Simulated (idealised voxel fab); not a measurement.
A process module follows: voxel released beams.
Square cell edge 5 nm, section width 195 nm, ID cut.
Cross-section layout: square cells on a grid; listed as bands, top to bottom; a band spans one or more cell rows. For a band, the entry starts with two heights in nm, that of the top and then that of the bottom, and carries on with the band's materials in order from left to right, each alongside its width in nm; the word "full width" beside a single material means it fills the band edge to edge, and "blank" means empty space. Heights from 0 (as-received wafer is one material below). Bottom band endless downward, as "top 0, no bottom". Top row gets the first number, bottom row gets the second, and each row in between changes by the same step: that is how a band width like "30->40" works. Where the words "same as before" appear for a step, the cross-section shows no cell changed by that step; every cell remained as before. Empty spaces without an open route to the top, at least 8 cells in extent, make up the entry "Sealed voids"; each is given as width x height at distance, where the distance is measured from the left edge, and all are in nm. It should be noted that, on the line of a given step, the content following the step's settings is a remark produced by the simulator itself with respect to that step. Among the settings permitted on a step's line is "overlay nm"; applied to a step with a mask, it specifies the extent to which the mask lay to the right of its planned position, whereas a negative figure signifies a position to the left.

-- Process steps - plan
1. RECEIVE with material Si
2. CONFORMAL_DEP with material Al2O3, thk nm 10
3. DIRECTIONAL_DEP with material SiO2, thk nm 20
4. MASKED_ETCH with tone open, mask id ANCHOR, width nm 35, etch materials SiO2, depth nm 20, overlay nm 0
5. CONFORMAL_DEP with material SiN, thk nm 15
6. PATTERN with tone cover, mask id BEAM, material resist, width nm 100, thk nm 15, overlay nm 0
7. DIRECTIONAL_ETCH with etch materials SiN, depth nm 15
8. STRIP with etch materials resist
9. STRIP with etch materials SiO2

-- Below: the first of two wafers, run as planned

-- As-received wafer cross-section (after step 1)
  top 0, no bottom | Si full width
  Sealed voids: none

-- Wafer section view after processing step 2
  top 10, bottom 0 | Al2O3 full width
  Below 0, no change.

-- Wafer section view after processing step 3
  top 30, bottom 10 | SiO2 full width
  Below 10, no change.

-- Wafer section view after processing step 4
  top 30, bottom 10 | SiO2 50 nm; blank 35 nm; SiO2 110 nm
  Below 10, no change.

-- Wafer section view after processing step 5
  top 45, bottom 30 | SiN 65 nm; blank 5 nm; SiN 125 nm
  top 30, bottom 25 | SiO2 50 nm; SiN 15 nm; blank 5 nm; SiN 15 nm; SiO2 110 nm
  top 25, bottom 10 | SiO2 50 nm; SiN 35 nm; SiO2 110 nm
  Below 10, no change.

-- Wafer section view after processing step 6
  top 60, bottom 45 | blank 45 nm; resist 100 nm; blank 50 nm
  top 45, bottom 30 | SiN 65 nm; resist 5 nm; SiN 125 nm
  top 30, bottom 25 | SiO2 50 nm; SiN 15 nm; resist 5 nm; SiN 15 nm; SiO2 110 nm
  Below 25, no change.

-- Wafer section view after processing step 7
  top 60, bottom 45 | blank 45 nm; resist 100 nm; blank 50 nm
  top 45, bottom 30 | blank 45 nm; SiN 20 nm; resist 5 nm; SiN 75 nm; blank 50 nm
  Below 30, no change.

-- Wafer section view after processing step 8
  top 45, bottom 30 | blank 45 nm; SiN 20 nm; blank 5 nm; SiN 75 nm; blank 50 nm
  top 30, bottom 25 | SiO2 50 nm; SiN 15 nm; blank 5 nm; SiN 15 nm; SiO2 110 nm
  Below 25, no change.

-- Wafer section view after processing step 9
  top 45, bottom 30 | blank 45 nm; SiN 20 nm; blank 5 nm; SiN 75 nm; blank 50 nm
  top 30, bottom 25 | blank 50 nm; SiN 15 nm; blank 5 nm; SiN 15 nm; blank 110 nm
  top 25, bottom 10 | blank 50 nm; SiN 35 nm; blank 110 nm
  Below 10, no change.

-- Second Wafer (Identical Start and Plan, One Processing Error; Matches First Wafer Through Step 1)

-- Cross-section: second wafer, time at which step 2 was scheduled to end
  top 20, bottom 0 | SiO2 full width
  Below 0, no change.

-- Cross-section: second wafer, time at which step 3 was scheduled to end
  top 30, bottom 20 | Al2O3 full width
  Below 20, no change.

Cross-section: second wafer, time at which step 4 was scheduled to end: same as before

-- Cross-section: second wafer, time at which step 5 was scheduled to end
  top 45, bottom 30 | SiN full width
  Below 30, no change.

-- Cross-section: second wafer, time at which step 6 was scheduled to end
  top 60, bottom 45 | blank 45 nm; resist 100 nm; blank 50 nm
  Below 45, no change.

-- Cross-section: second wafer, time at which step 7 was scheduled to end
  top 60, bottom 45 | blank 45 nm; resist 100 nm; blank 50 nm
  top 45, bottom 30 | blank 45 nm; SiN 100 nm; blank 50 nm
  Below 30, no change.

-- Cross-section: second wafer, time at which step 8 was scheduled to end
  top 45, bottom 30 | blank 45 nm; SiN 100 nm; blank 50 nm
  Below 30, no change.

Cross-section: second wafer, time at which step 9 was scheduled to end: same as before
What went wrong in running the wafer? steps 2 and 3: order swapped relative to plan
Wrapping up, a cell-based count of both wafers puts the second over or under the first for these materials: SiN -24; SiO2 +156
